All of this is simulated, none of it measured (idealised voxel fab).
voxel ribs on slabs: a process module
190 nm wide, 5 nm square cells: that's cross-section cut.
In this document a cross-section is written as a grid of square cells. It is given as a series of bands, listed from the top down, and a band is one or more rows of cells.
Look at the band entry: it leads with the top's height and the bottom's height in nm. Then it lists the materials left to right, with a width in nm for each. The word "edge to edge" on a single material says that material fills the band edge to edge. The word "empty" is empty space.
It should be noted that heights are counted from 0, beneath which the wafer as supplied is of one material throughout, and that the lowest band possesses no lower boundary but continues downward, as written in "top 0, no bottom".
The expression "30 to 40" gives the width at the extremes of the band, the first number at its top row of cells and the second at its bottom row, with the width changing by equal amounts from each row to the next in between.
It should be understood that the words "nothing changed", when stated for a given step, signify that the cross-section underwent no change in any of its cells during that step.
The entry titled "Non-vented voids" provides the empty spaces that have no open way to the top, restricted to those of 8 cells or more. Each is presented as width x height at distance, the distance being measured from the left edge, with all three in nm.
Text after the settings on a step's line: the simulator's own remark on that step.
Regarding "overlay nm": on a step with a mask, it is the distance the mask lay to the right of its planned place; a negative value places it to the left.
[plan]
step 1: RECEIVE,material Si
step 2: DIRECTIONAL_DEP,material SiO2,thk nm 20
step 3: DIRECTIONAL_DEP,material SiN,thk nm 20
step 4: DIRECTIONAL_DEP,material aC,thk nm 10
step 5: PATTERN,tone cover,mask id RIB,material resist,width nm 30,thk nm 30,overlay nm -15
step 6: DIRECTIONAL_ETCH,etch materials aC,depth nm 10
step 7: STRIP,etch materials resist
step 8: DIRECTIONAL_ETCH,etch materials SiN,depth nm 10
step 9: STRIP,etch materials aC
step 10: MASKED_ETCH,tone cover,mask id SLAB,width nm 70,etch materials SiN,depth nm 10,overlay nm 0
step 11: FILL_DEP,material SiO2,thk nm 20
step 12: CMP,height nm 55
step 13: DIRECTIONAL_DEP,material TiN,thk nm 10
step 14: PATTERN,tone cover,mask id HEATER,material resist,width nm 40,thk nm 20,overlay nm 0
step 15: DIRECTIONAL_ETCH,etch materials TiN,depth nm 10
step 16: STRIP,etch materials resist
step 17: CONFORMAL_DEP,material SiN,thk nm 5
Heads up: all these wafers start the same, and what changes between them is the overlay nm in step 5. The value you see in the plan is just what the first wafer got.
[First of several wafers, received after step 1, in cross-section]
    top 0, no bottom: Si edge to edge
    Non-vented voids: none
[Cross-sectional representation of the first of several wafers at the end of the module, i.e. after its terminal step, step 17]
    top 70, bottom 65: empty (70)  SiN (50)  empty (70)
    top 65, bottom 60: empty (70)  SiN (5)  TiN (40)  SiN (5)  empty (70)
    top 60, bottom 55: SiN (75)  TiN (40)  SiN (75)
    top 55, bottom 40: SiO2 edge to edge
    top 40, bottom 30: SiO2 (65)  SiN (30)  SiO2 (95)
    top 30, bottom 20: SiO2 (60)  SiN (70)  SiO2 (60)
    top 20, bottom 0: SiO2 edge to edge
    top 0, no bottom: Si edge to edge
    Non-vented voids: none
[Cross-sectional depiction of the last of several wafers upon completion of the module]
    top 70, bottom 65: empty (70)  SiN (50)  empty (70)
    top 65, bottom 60: empty (70)  SiN (5)  TiN (40)  SiN (5)  empty (70)
    top 60, bottom 55: SiN (75)  TiN (40)  SiN (75)
    top 55, bottom 40: SiO2 edge to edge
    top 40, bottom 30: SiO2 (95)  SiN (30)  SiO2 (65)
    top 30, bottom 20: SiO2 (60)  SiN (70)  SiO2 (60)
    top 20, bottom 0: SiO2 edge to edge
    top 0, no bottom: Si edge to edge
    Non-vented voids: none
[Below is a per-wafer table. In it, each row describes the wafer at the end of the module by giving, for each material, the number of cells gained (+) or lost (-) since the wafer was received, and after that the closed voids of the wafer]
overlay nm -15; +82 SiN; +378 SiO2; +16 TiN; Non-vented voids: none
overlay nm -10; +82 SiN; +378 SiO2; +16 TiN; Non-vented voids: none
overlay nm -5; +82 SiN; +378 SiO2; +16 TiN; Non-vented voids: none
overlay nm 0; +82 SiN; +378 SiO2; +16 TiN; Non-vented voids: none
overlay nm 5; +82 SiN; +378 SiO2; +16 TiN; Non-vented voids: none
overlay nm 10; +82 SiN; +378 SiO2; +16 TiN; Non-vented voids: none
overlay nm 15; +82 SiN; +378 SiO2; +16 TiN; Non-vented voids: none
